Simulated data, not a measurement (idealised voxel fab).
process module | voxel lift off
cross-section cut | 200 nm wide | cells 5 nm
A cross-section is a grid of square cells, given in bands from the top down. A band is one or more rows of cells.
Each band's line starts with the height of the band's top and of its bottom, in nm. Then come its materials from left to right, each with its width in nm. One material with "throughout" fills the band from edge to edge. "air" is empty space.
Height 0 is the level under which the wafer as received is all one material. The lowest band goes on downwards, as in "0 down".
A width such as "30 to 40" changes by the same amount from each row of cells to the next, from the band's top row to its bottom row.
"no change" after a step means that no cell of the cross-section changed.
closed voids: empty space of 8 cells or more with no open way to the top, each as width x height at its distance from the left edge, in nm
after a step's settings: what the simulator itself notes on the step
overlay nm, on a step with a mask: how far to the right of its planned place the mask lay; to the left if negative
plan
1 op RECEIVE | material Si
2 op CONFORMAL_DEP | material Al2O3 | thk nm 5
3 op PATTERN | tone open | mask id LINES | material resist | width nm 20 | pitch nm 45 | thk nm 15 | overlay nm 0
4 op DIRECTIONAL_DEP | material Ru | thk nm 5
5 op STRIP | etch materials resist
6 op CONFORMAL_DEP | material SiO2 | thk nm 5
first wafer, as planned
as received, after step 1
  0 down: Si throughout
  closed voids: none
after step 2
  5 to 0: Al2O3 throughout
  below 0: unchanged
after step 3
  20 to 5: resist 45 | air 20 | resist 25 | air 20 | resist 25 | air 20 | resist 45
  below 5: unchanged
after step 4
  25 to 20: Ru 45 | air 20 | Ru 25 | air 20 | Ru 25 | air 20 | Ru 45
  20 to 10: resist 45 | air 20 | resist 25 | air 20 | resist 25 | air 20 | resist 45
  10 to 5: resist 45 | Ru 20 | resist 25 | Ru 20 | resist 25 | Ru 20 | resist 45
  below 5: unchanged
after step 5
  10 to 5: air 45 | Ru 20 | air 25 | Ru 20 | air 25 | Ru 20 | air 45
  below 5: unchanged
after step 6
  15 to 10: air 40 | SiO2 30 | air 15 | SiO2 30 | air 15 | SiO2 30 | air 40
  10 to 5: SiO2 45 | Ru 20 | SiO2 25 | Ru 20 | SiO2 25 | Ru 20 | SiO2 45
  below 5: unchanged
second wafer: like start, like plan, one mistake. Through step 4 it matches the first wafer
when step 5 should have ended
  10 to 5: air 45 | Ru 20 | air 25 | Ru 20 | air 25 | Ru 20 | air 45
  below 5: unchanged
when step 6 should have ended
  15 to 10: air 40 | SiO2 30 | air 15 | SiO2 30 | air 15 | SiO2 30 | air 40
  10 to 5: SiO2 45 | Ru 20 | SiO2 25 | Ru 20 | SiO2 25 | Ru 20 | SiO2 45
  below 5: unchanged
what went wrong: step 5 was run twice
at the end the two cross-sections are the same: no effect in what this model computes
